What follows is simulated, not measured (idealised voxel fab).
process module | voxel gate over fins
We display cut, a cross-section 240 nm in width whose square cells are each 5 nm.
A cross-section in this document is a grid of square cells, and it is written down as bands, the top band listed before the ones below it; a band is made up of one or more rows of cells.
Look at the band entry: it leads with the top's height and the bottom's height in nm. Then it lists the materials left to right, with a width in nm for each. The word "full width" on a single material says that material fills the band edge to edge. The word "empty" is empty space.
Height datum 0, below which the as-received substrate wafer is one material. Lowest band open at the bottom, running downward: "0 -> down".
With a width like "30->40", each row of cells in the band differs from the next by the same amount, the top row carrying the first number and the bottom row the second.
You'll sometimes find "left unchanged" written for a step, and that's the way of saying that nowhere in the cross-section did a cell change during that step.
"Closed empty spaces": sealed empty spaces, 8 cells or more, no open way to top, listed width x height at distance, with distance from the left edge and width, height and distance in nm.
If you see something after the settings on a step's line, that's the simulator's own remark about that step.
You can add "overlay nm" to a step's line. For a step with a mask, it describes how far the mask lay to the right of its planned position, and a negative number describes a lay to the left.
-- Here's what the planned process steps look like
1. RECEIVE [material Si]
2. CONFORMAL_DEP [material SiN] [thk nm 5]
3. PATTERN [tone cover] [mask id FINS] [material resist] [width nm 15] [pitch nm 55] [thk nm 20] [overlay nm 0]
4. DIRECTIONAL_ETCH [etch materials SiN] [depth nm 5]
5. DIRECTIONAL_ETCH [etch materials Si] [depth nm 35]
6. STRIP [etch materials resist]
7. OXIDIZE [depth nm 5]
8. FILL_DEP [material SiO2] [thk nm 15]
9. CMP [height nm 5]
10. MASKED_ETCH [tone open] [mask id RAIL] [width nm 15] [etch materials SiO2] [depth nm 35] [overlay nm 0]
11. CONFORMAL_DEP [material TiN] [thk nm 5]
12. FILL_DEP [material Ru] [thk nm 10]
13. CMP [height nm 5]
14. SELECTIVE_ETCH [etch materials W Ru TiN] [depth nm 25]
15. FILL_DEP [material SiO2] [thk nm 5]
16. CMP [height nm 5]
17. SELECTIVE_ETCH [etch materials SiO2] [depth nm 15]
18. STRIP [etch materials SiN]
19. CONFORMAL_DEP [material HfO2] [thk nm 5]
20. CONFORMAL_DEP [material TiN] [thk nm 5]
21. CONFORMAL_DEP [material TiAl] [thk nm 5]
22. CONFORMAL_DEP [material TiN] [thk nm 5]
23. FILL_DEP [material W] [thk nm 10]
24. CMP [height nm 25]
25. CONFORMAL_DEP [material SiCN] [thk nm 10]
-- As-received wafer cross-section (after step 1)
	0 -> down | Si full width
	Closed empty spaces: none
-- Module complete - cross-section of the first of two wafers, run according to plan
	35 -> 25 | SiCN full width
	25 -> 20 | W full width
	20 -> 15 | W=70  TiN=45  W=10  TiN=45  W=70
	15 -> 10 | W=70  TiN=5  TiAl=35  TiN=5  W=10  TiN=5  TiAl=35  TiN=5  W=70
	10 -> 5 | TiN=75  TiAl=5  TiN=25  TiAl=5  TiN=20  TiAl=5  TiN=25  TiAl=5  TiN=75
	5 -> 0 | TiAl=80  TiN=5  HfO2=15  TiN=5  TiAl=30  TiN=5  HfO2=15  TiN=5  TiAl=80
	0 -> -5 | TiN=85  HfO2=5  Si=5  HfO2=5  TiN=40  HfO2=5  Si=5  HfO2=5  TiN=85
	-5 -> -10 | HfO2=90  Si=5  HfO2=50  Si=5  HfO2=90
	-10 -> -20 | SiO2=90  Si=5  SiO2=50  Si=5  SiO2=90
	-20 -> -25 | SiO2=90  Si=5  SiO2=15  TiN=5  Ru=5  TiN=5  SiO2=20  Si=5  SiO2=90
	-25 -> -30 | SiO2=90  Si=5  SiO2=15  TiN=15  SiO2=20  Si=5  SiO2=90
	-30 -> -40 | SiO2=90  Si=5  SiO2=50  Si=5  SiO2=90
	-40 -> down | Si full width
	Closed empty spaces: none
-- So this is wafer number two of the two, cut at the end of the module - it started where the first did and had the same plan, we just got one thing wrong running it
	35 -> 25 | SiCN full width
	25 -> 20 | W=60  TiN=5  TiAl=110  TiN=5  W=60
	20 -> 15 | TiN=65  TiAl=5  TiN=45  TiAl=10  TiN=45  TiAl=5  TiN=65
	15 -> 10 | TiAl=70  TiN=45  TiAl=10  TiN=45  TiAl=70
	10 -> 5 | TiN full width
	5 -> 0 | TiN=85  HfO2=15  TiN=40  HfO2=15  TiN=85
	0 -> -5 | TiN=85  HfO2=5  Si=5  HfO2=5  TiN=40  HfO2=5  Si=5  HfO2=5  TiN=85
	-5 -> -10 | HfO2=90  Si=5  HfO2=50  Si=5  HfO2=90
	-10 -> -20 | SiO2=90  Si=5  SiO2=50  Si=5  SiO2=90
	-20 -> -25 | SiO2=90  Si=5  SiO2=15  TiN=5  Ru=5  TiN=5  SiO2=20  Si=5  SiO2=90
	-25 -> -30 | SiO2=90  Si=5  SiO2=15  TiN=15  SiO2=20  Si=5  SiO2=90
	-30 -> -40 | SiO2=90  Si=5  SiO2=50  Si=5  SiO2=90
	-40 -> down | Si full width
	Closed empty spaces: none
Deviation from plan: not per plan at step 20, really ran CONFORMAL_DEP [material TiN] [thk nm 15]
Final tally in cells, some materials are higher or lower on the second wafer than on the first: 84 more of TiN, 84 fewer of W
